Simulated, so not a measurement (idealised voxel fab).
Process module, titled voxel self aligned contacts
Displayed cross-section: cut, width of 220 nm, square cells sized 5 nm.
When this document writes out a cross-section, it uses a grid of square cells and lists it as bands, beginning at the top and moving down, with a band standing for one or more rows of cells.
The band entry comprises the height of the band's top followed by the height of its bottom, expressed in nm, and subsequently the band's materials from left to right, each stated together with its width in nm. Where a single material is marked with the word "all across", that material fills the band from edge to edge. The word "air" represents empty space.
For the purposes of this specification, 0 denotes the height below which the wafer in its as-received condition is composed wholly of one material, and the lowermost band, lacking a lower limit, extends downward without end, as expressed in "z 0 and below".
Top row gets the first number, bottom row gets the second, and each row in between changes by the same step: that is how a band width like "30 to 40" works.
Basically "no alterations made" means that step didn't change any cell in the cross-section.
"Sealed internal cavities" - sealed voids, min. 8 cells, no opening to top; format: width x height at distance (distance from left edge; nm throughout).
Step line, after settings: the simulator's comment on this step.
"overlay nm", when on a step's line for a step with a mask, measures how far to the right of its planned place the mask lay; a negative measure means to the left.
Planned step list for the process
- 1: RECEIVE (material Si)
- 2: OXIDIZE (depth nm 5)
- 3: DIRECTIONAL_DEP (material polySi; thk nm 30)
- 4: DIRECTIONAL_DEP (material SiN; thk nm 15)
- 5: MASKED_ETCH (tone cover; mask id GATE; width nm 30; pitch nm 60; etch materials SiN; depth nm 15; overlay nm 0)
- 6: MASKED_ETCH (tone cover; mask id GATE; width nm 30; pitch nm 60; etch materials polySi; depth nm 30; overlay nm 0)
- 7: CONFORMAL_DEP (material SiN; thk nm 5)
- 8: DIRECTIONAL_ETCH (etch materials SiN; depth nm 5)
- 9: FILL_DEP (material SiO2; thk nm 15)
- 10: CMP (height nm 55)
- 11: PATTERN (tone open; mask id CONTACT; material resist; width nm 40; pitch nm 60; thk nm 20; overlay nm 0)
- 12: DIRECTIONAL_ETCH (etch materials SiO2; depth nm 60)
- 13: STRIP (etch materials resist)
- 14: CONFORMAL_DEP (material TiN; thk nm 5)
- 15: FILL_DEP (material W; thk nm 5)
- 16: CMP (height nm 55)
- 17: CONFORMAL_DEP (material SiN; thk nm 5)
Cross-sectional view of the wafer in its as-received condition, corresponding to the state after step 1
> z 0 and below: Si all across
> Sealed internal cavities: none
First of two wafers: cross-section at end of module, run per plan
> z 60 to 55: SiN all across
> z 55 to 45: SiO2 (60), then TiN (5 to 15), then W (30 to 10), then TiN (5 to 15), then SiO2 (20), then TiN (5 to 15), then W (30 to 10), then TiN (5 to 15), then SiO2 (60)
> z 45 to 30: SiO2 (30), then SiN (40), then TiN (5), then W (10), then TiN (5), then SiN (40), then TiN (5), then W (10), then TiN (5), then SiN (40), then SiO2 (30)
> z 30 to 0: SiO2 (30), then SiN (5), then polySi (30), then SiN (5), then TiN (5), then W (10), then TiN (5), then SiN (5), then polySi (30), then SiN (5), then TiN (5), then W (10), then TiN (5), then SiN (5), then polySi (30), then SiN (5), then SiO2 (30)
> z 0 to -5: SiO2 (70), then TiN (20), then SiO2 (40), then TiN (20), then SiO2 (70)
> z -5 and below: Si all across
> Sealed internal cavities: none
Wafer two, sectioned after the module: the first wafer's start, the first wafer's plan, and one mistake in how it was run
> z 60 to 55: SiN all across
> z 55 to 50: SiO2 (30), then SiN (40), then TiN (5), then W (10), then TiN (5), then SiN (40), then TiN (5), then W (10), then TiN (5), then SiN (40), then SiO2 (30)
> z 50 to 45: SiO2 (30), then SiN (40), then TiN (20), then SiN (40), then TiN (20), then SiN (40), then SiO2 (30)
> z 45 to 30: SiN all across
> z 30 to 0: polySi all across
> z 0 to -5: SiO2 all across
> z -5 and below: Si all across
> Sealed internal cavities: none
What went wrong in running the wafer? step 4 of the plan was performed twice
It is noted that, at the conclusion of processing, the second wafer exhibits a higher or lower cell count for certain materials relative to the first: +72 SiN, -132 SiO2, -48 TiN, -48 W, +156 polySi
